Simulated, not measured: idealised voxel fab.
Process module heading - voxel wiring stack
The cross-section shown here is cut; it is 200 nm wide and divided into square cells measuring 5 nm on a side.
Cross-sections here: square-cell grids, written as top-down lists of bands, a band being one or more rows of cells.
It is stipulated that each band's entry specify, in nanometres, the height of the top of the band and then that of its bottom, followed by the materials of the band in left-to-right sequence, each together with its width in nanometres. A single material marked by the word "edge to edge" is understood to fill the band from edge to edge; the word "air" is understood to denote empty space.
The level at which height equals 0 is the one under which the wafer, as it arrives, is entirely one material. No lower edge exists for the bottom band, which continues downward and is notated as in "0 down".
Top row gets the first number, bottom row gets the second, and each row in between changes by the same step: that is how a band width like "30..40" works.
Key: "everything unchanged" - step with no changed cell in the cross-section.
"Internal closed voids" - sealed voids, min. 8 cells, no opening to top; format: width x height at distance (distance from left edge; nm throughout).
Whatever follows a step's settings on its line is a remark the simulator itself makes about that step.
overlay nm: on a step with a mask, how far right of its planned place the mask lay; negative means left.

STEPS IN THE PROCESS PLAN
| 1 | RECEIVE, material Si |
| 2 | CONFORMAL_DEP, material SiO2, thk nm 10 |
| 3 | CONFORMAL_DEP, material SiN, thk nm 5 |
| 4 | DIRECTIONAL_DEP, material SiO2, thk nm 25 |
| 5 | MASKED_ETCH, tone open, mask id METAL_1, width nm 25, pitch nm 55, etch materials SiO2, depth nm 25, overlay nm 0 |
| 6 | MASKED_ETCH, tone open, mask id METAL_1, width nm 25, pitch nm 55, etch materials SiN, depth nm 5, overlay nm 0 |
| 7 | CONFORMAL_DEP, material TiN, thk nm 5 |
| 8 | FILL_DEP, material W, thk nm 5 |
| 9 | CMP, height nm 40 |
| 10 | EPI, material Ru, thk nm 5 |
| 11 | FILL_DEP, material SiCN, thk nm 5 |
| 12 | DIRECTIONAL_DEP, material lowk, thk nm 25 |
| 13 | PATTERN, tone open, mask id METAL_2, material resist, width nm 25, pitch nm 55, thk nm 15, overlay nm 0 |
| 14 | DIRECTIONAL_ETCH, etch materials lowk, depth nm 15 |
| 15 | STRIP, etch materials resist |
| 16 | MASKED_ETCH, tone open, mask id METAL_2_HOLES, width nm 15, pitch nm 55, etch materials lowk, depth nm 10, overlay nm 0 |
| 17 | MASKED_ETCH, tone open, mask id METAL_2_HOLES, width nm 15, pitch nm 55, etch materials SiCN, depth nm 5, overlay nm 0 |
| 18 | CONFORMAL_DEP, material TiN, thk nm 5 |
| 19 | FILL_DEP, material Cu, thk nm 5 |
| 20 | CMP, height nm 75 |
| 21 | CONFORMAL_DEP, material SiN, thk nm 5 |

FIRST OF TWO WAFERS, WITH THE RUN CARRIED OUT AS PLANNED

INCOMING WAFER IN CROSS-SECTION (STATE: AFTER STEP 1)
- 0 down = Si edge to edge
- Internal closed voids: none

AFTER STEP 2, IN CROSS-SECTION
- 10 to 0 = SiO2 edge to edge
- Note: structure below 0 unchanged.

AFTER STEP 3, IN CROSS-SECTION
- 15 to 10 = SiN edge to edge
- Note: structure below 10 unchanged.

AFTER STEP 4, IN CROSS-SECTION
- 40 to 15 = SiO2 edge to edge
- Note: structure below 15 unchanged.

AFTER STEP 5, IN CROSS-SECTION
- 40 to 15 = 60 nm SiO2  25 nm air  30 nm SiO2  25 nm air  60 nm SiO2
- Note: structure below 15 unchanged.

AFTER STEP 6, IN CROSS-SECTION
- 40 to 15 = 60 nm SiO2  25 nm air  30 nm SiO2  25 nm air  60 nm SiO2
- 15 to 10 = 60 nm SiN  25 nm air  30 nm SiN  25 nm air  60 nm SiN
- Note: structure below 10 unchanged.

AFTER STEP 7, IN CROSS-SECTION
- 45 to 40 = 65 nm TiN  15 nm air  40 nm TiN  15 nm air  65 nm TiN
- 40 to 15 = 60 nm SiO2  5 nm TiN  15 nm air  5 nm TiN  30 nm SiO2  5 nm TiN  15 nm air  5 nm TiN  60 nm SiO2
- 15 to 10 = 60 nm SiN  25 nm TiN  30 nm SiN  25 nm TiN  60 nm SiN
- Note: structure below 10 unchanged.

AFTER STEP 8, IN CROSS-SECTION
- 50 to 45 = W edge to edge
- 45 to 40 = 65 nm TiN  15 nm W  40 nm TiN  15 nm W  65 nm TiN
- 40 to 15 = 60 nm SiO2  5 nm TiN  15 nm W  5 nm TiN  30 nm SiO2  5 nm TiN  15 nm W  5 nm TiN  60 nm SiO2
- Note: structure below 15 unchanged.

AFTER STEP 9, IN CROSS-SECTION
- 40 to 15 = 60 nm SiO2  5 nm TiN  15 nm W  5 nm TiN  30 nm SiO2  5 nm TiN  15 nm W  5 nm TiN  60 nm SiO2
- Note: structure below 15 unchanged.

AFTER STEP 10, IN CROSS-SECTION
- 45 to 40 = 55 nm air  35 nm Ru  20 nm air  35 nm Ru  55 nm air
- Note: structure below 40 unchanged.

AFTER STEP 11, IN CROSS-SECTION
- 50 to 45 = SiCN edge to edge
- 45 to 40 = 55 nm SiCN  35 nm Ru  20 nm SiCN  35 nm Ru  55 nm SiCN
- Note: structure below 40 unchanged.

AFTER STEP 12, IN CROSS-SECTION
- 75 to 50 = lowk edge to edge
- Note: structure below 50 unchanged.

AFTER STEP 13, IN CROSS-SECTION
- 90 to 75 = 60 nm resist  25 nm air  30 nm resist  25 nm air  60 nm resist
- Note: structure below 75 unchanged.

AFTER STEP 14, IN CROSS-SECTION
- 90 to 75 = 60 nm resist  25 nm air  30 nm resist  25 nm air  60 nm resist
- 75 to 60 = 60 nm lowk  25 nm air  30 nm lowk  25 nm air  60 nm lowk
- Note: structure below 60 unchanged.

AFTER STEP 15, IN CROSS-SECTION
- 75 to 60 = 60 nm lowk  25 nm air  30 nm lowk  25 nm air  60 nm lowk
- Note: structure below 60 unchanged.

AFTER STEP 16, IN CROSS-SECTION
- 75 to 60 = 60 nm lowk  25 nm air  30 nm lowk  25 nm air  60 nm lowk
- 60 to 50 = 60 nm lowk  15 nm air  40 nm lowk  15 nm air  70 nm lowk
- Note: structure below 50 unchanged.

AFTER STEP 17, IN CROSS-SECTION
- 75 to 60 = 60 nm lowk  25 nm air  30 nm lowk  25 nm air  60 nm lowk
- 60 to 50 = 60 nm lowk  15 nm air  40 nm lowk  15 nm air  70 nm lowk
- 50 to 45 = 60 nm SiCN  15 nm air  40 nm SiCN  15 nm air  70 nm SiCN
- Note: structure below 45 unchanged.

AFTER STEP 18, IN CROSS-SECTION
- 80 to 75 = 65 nm TiN  15 nm air  40 nm TiN  15 nm air  65 nm TiN
- 75 to 65 = 60 nm lowk  5 nm TiN  15 nm air  5 nm TiN  30 nm lowk  5 nm TiN  15 nm air  5 nm TiN  60 nm lowk
- 65 to 60 = 60 nm lowk  5 nm TiN  5 nm air  15 nm TiN  30 nm lowk  5 nm TiN  5 nm air  15 nm TiN  60 nm lowk
- 60 to 50 = 60 nm lowk  5 nm TiN  5 nm air  5 nm TiN  40 nm lowk  5 nm TiN  5 nm air  5 nm TiN  70 nm lowk
- 50 to 45 = 60 nm SiCN  15 nm TiN  40 nm SiCN  15 nm TiN  70 nm SiCN
- Note: structure below 45 unchanged.

AFTER STEP 19, IN CROSS-SECTION
- 85 to 80 = Cu edge to edge
- 80 to 75 = 65 nm TiN  15 nm Cu  40 nm TiN  15 nm Cu  65 nm TiN
- 75 to 65 = 60 nm lowk  5 nm TiN  15 nm Cu  5 nm TiN  30 nm lowk  5 nm TiN  15 nm Cu  5 nm TiN  60 nm lowk
- 65 to 60 = 60 nm lowk  5 nm TiN  5 nm Cu  15 nm TiN  30 nm lowk  5 nm TiN  5 nm Cu  15 nm TiN  60 nm lowk
- 60 to 50 = 60 nm lowk  5 nm TiN  5 nm Cu  5 nm TiN  40 nm lowk  5 nm TiN  5 nm Cu  5 nm TiN  70 nm lowk
- Note: structure below 50 unchanged.

AFTER STEP 20, IN CROSS-SECTION
- 75 to 65 = 60 nm lowk  5 nm TiN  15 nm Cu  5 nm TiN  30 nm lowk  5 nm TiN  15 nm Cu  5 nm TiN  60 nm lowk
- Note: structure below 65 unchanged.

AFTER STEP 21, IN CROSS-SECTION
- 80 to 75 = SiN edge to edge
- Note: structure below 75 unchanged.

WAFER TWO OF TWO - SAME STARTING POINT, SAME PROCESS PLAN, ONE MISTAKE IN EXECUTION; MATCHES WAFER ONE UP TO AND INCLUDING STEP 15

SECOND WAFER AT THE PLANNED FINISH OF STEP 16, SEEN IN CROSS-SECTION
- 65 to 60 = 60 nm lowk  25 nm air  30 nm lowk  25 nm air  60 nm lowk
- 60 to 50 = 75 nm lowk  10 nm air  45 nm lowk  10 nm air  60 nm lowk
- Note: structure below 50 unchanged.

Second wafer at the planned finish of step 17, seen in cross-section: everything unchanged

SECOND WAFER AT THE PLANNED FINISH OF STEP 18, SEEN IN CROSS-SECTION
- 70 to 65 = 65 nm TiN  15 nm air  40 nm TiN  15 nm air  65 nm TiN
- 65 to 60 = 60 nm lowk  25 nm TiN  30 nm lowk  25 nm TiN  60 nm lowk
- 60 to 50 = 75 nm lowk  10 nm TiN  45 nm lowk  10 nm TiN  60 nm lowk
- Note: structure below 50 unchanged.

SECOND WAFER AT THE PLANNED FINISH OF STEP 19, SEEN IN CROSS-SECTION
- 75 to 70 = Cu edge to edge
- 70 to 65 = 65 nm TiN  15 nm Cu  40 nm TiN  15 nm Cu  65 nm TiN
- Note: structure below 65 unchanged.

Second wafer at the planned finish of step 20, seen in cross-section: everything unchanged

SECOND WAFER AT THE PLANNED FINISH OF STEP 21, SEEN IN CROSS-SECTION
- 80 to 75 = SiN edge to edge
- Note: structure below 75 unchanged.
Plan not followed: rather than as planned, step 16 actually ran as MASKED_ETCH, tone cover, mask id METAL_2_HOLES, width nm 15, pitch nm 55, etch materials lowk, depth nm 10, overlay nm 0
Final cells, second wafer relative to first, materials higher or lower: Cu: 28 more; SiCN: 6 more; TiN: 22 more; lowk: 56 fewer
